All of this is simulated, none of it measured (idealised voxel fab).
The process module that follows is named voxel self aligned vias.
Each square cell in cross-section cut measures 5 nm, and the section as a whole is 185 nm wide.
How to read a cross-section here: the picture is a grid of square cells, written as bands going from the top down, and any band can span one or more rows of cells.
What a band's entry tells you: where the top is and where the bottom is, as heights in nm, and after that what lies inside, material by material from left to right, each with its width in nm. Empty space is written as the word "blank", and a single material marked with the word "edge to edge" occupies the band from edge to edge.
Heights are measured from 0, the level below which the as-received wafer is all one material; the lowest band has no bottom and continues downward, written as in "0 nm and below".
The notation "30 to 40" denotes a width that varies across the rows of cells in the band, beginning at the first number in the top row, finishing at the second number in the bottom row, and changing by an identical amount from each row to the next.
For the purposes of this document, the phrase "all unchanged" attached to a step denotes that no cell within the cross-section was modified by that step.
"Trapped voids": empty spaces of 8 cells or more with no open way to the top, each given as width x height at distance, distance from the left edge, all in nm.
On each step's line, the part that comes after the settings is the simulator's own comment on the step.
overlay nm: where the mask lay relative to plan, measured to the right, on steps with a mask; negatives go left.
### Listed below are the process steps as planned
1,RECEIVE | material Si
2,CONFORMAL_DEP | material SiO2 | thk nm 15
3,CONFORMAL_DEP | material SiCN | thk nm 5
4,DIRECTIONAL_DEP | material SiO2 | thk nm 20
5,DIRECTIONAL_DEP | material aC | thk nm 15
6,PATTERN | tone open | mask id LINES | material resist | width nm 20 | pitch nm 70 | thk nm 35 | overlay nm 0
7,DIRECTIONAL_ETCH | etch materials aC | depth nm 15
8,STRIP | etch materials resist
9,DIRECTIONAL_ETCH | etch materials SiO2 | depth nm 20
10,STRIP | etch materials aC
11,CONFORMAL_DEP | material TiN | thk nm 5
12,FILL_DEP | material W | thk nm 5
13,CMP | height nm 40
14,SELECTIVE_ETCH | etch materials W Ru TiN | depth nm 5
15,FILL_DEP | material SiN | thk nm 5
16,CMP | height nm 40
17,DIRECTIONAL_DEP | material SiO2 | thk nm 20
18,DIRECTIONAL_DEP | material aC | thk nm 15
19,PATTERN | tone open | mask id VIAS | material resist | width nm 40 | thk nm 30 | overlay nm 0
20,DIRECTIONAL_ETCH | etch materials aC | depth nm 15
21,STRIP | etch materials resist
22,DIRECTIONAL_ETCH | etch materials SiO2 | depth nm 20
23,DIRECTIONAL_ETCH | etch materials SiN | depth nm 5
24,STRIP | etch materials aC
25,CONFORMAL_DEP | material TiN | thk nm 5
26,FILL_DEP | material Cu | thk nm 5
27,CMP | height nm 60
28,CONFORMAL_DEP | material SiCN | thk nm 5
### Cross-section of the wafer upon arrival, representing the state reached after step 1
    0 nm and below: Si edge to edge
    Trapped voids: none
### The first of two wafers, cross-sectioned at the end of the module, with the run proceeding as planned
    65 nm to 60 nm: SiCN edge to edge
    60 nm to 45 nm: 35 nm SiO2, then 5 nm TiN, then 30 nm Cu, then 5 nm TiN, then 110 nm SiO2
    45 nm to 40 nm: 35 nm SiO2, then 15 nm TiN, then 10 nm Cu, then 15 nm TiN, then 110 nm SiO2
    40 nm to 35 nm: 45 nm SiO2, then 20 nm TiN, then 50 nm SiO2, then 20 nm SiN, then 50 nm SiO2
    35 nm to 25 nm: 45 nm SiO2, then 5 nm TiN, then 10 nm W, then 5 nm TiN, then 50 nm SiO2, then 5 nm TiN, then 10 nm W, then 5 nm TiN, then 50 nm SiO2
    25 nm to 20 nm: 45 nm SiO2, then 20 nm TiN, then 50 nm SiO2, then 20 nm TiN, then 50 nm SiO2
    20 nm to 15 nm: SiCN edge to edge
    15 nm to 0 nm: SiO2 edge to edge
    0 nm and below: Si edge to edge
    Trapped voids: none
### Here's the second of our two wafers sectioned at module end. Same start as the first, same plan, but one mistake got made running it
    65 nm to 60 nm: SiCN edge to edge
    60 nm to 45 nm: 30 nm Cu, then 5 nm TiN, then 40 nm SiO2, then 5 nm TiN, then 105 nm Cu
    45 nm to 40 nm: 35 nm TiN, then 40 nm SiO2, then 45 nm TiN, then 10 nm Cu, then 55 nm TiN
    40 nm to 35 nm: 45 nm SiO2, then 20 nm SiN, then 50 nm SiO2, then 20 nm TiN, then 50 nm SiO2
    35 nm to 25 nm: 45 nm SiO2, then 5 nm TiN, then 10 nm W, then 5 nm TiN, then 50 nm SiO2, then 5 nm TiN, then 10 nm W, then 5 nm TiN, then 50 nm SiO2
    25 nm to 20 nm: 45 nm SiO2, then 20 nm TiN, then 50 nm SiO2, then 20 nm TiN, then 50 nm SiO2
    20 nm to 15 nm: SiCN edge to edge
    15 nm to 0 nm: SiO2 edge to edge
    0 nm and below: Si edge to edge
    Trapped voids: none
Heads up, the wafer didn't run the way we planned it: heads up, step 19 didn't go per plan, it actually ran as PATTERN | tone cover | mask id VIAS | material resist | width nm 40 | thk nm 30 | overlay nm 0
Final tally in cells, some materials are higher or lower on the second wafer than on the first: 63 more of Cu | 84 fewer of SiO2 | 21 more of TiN
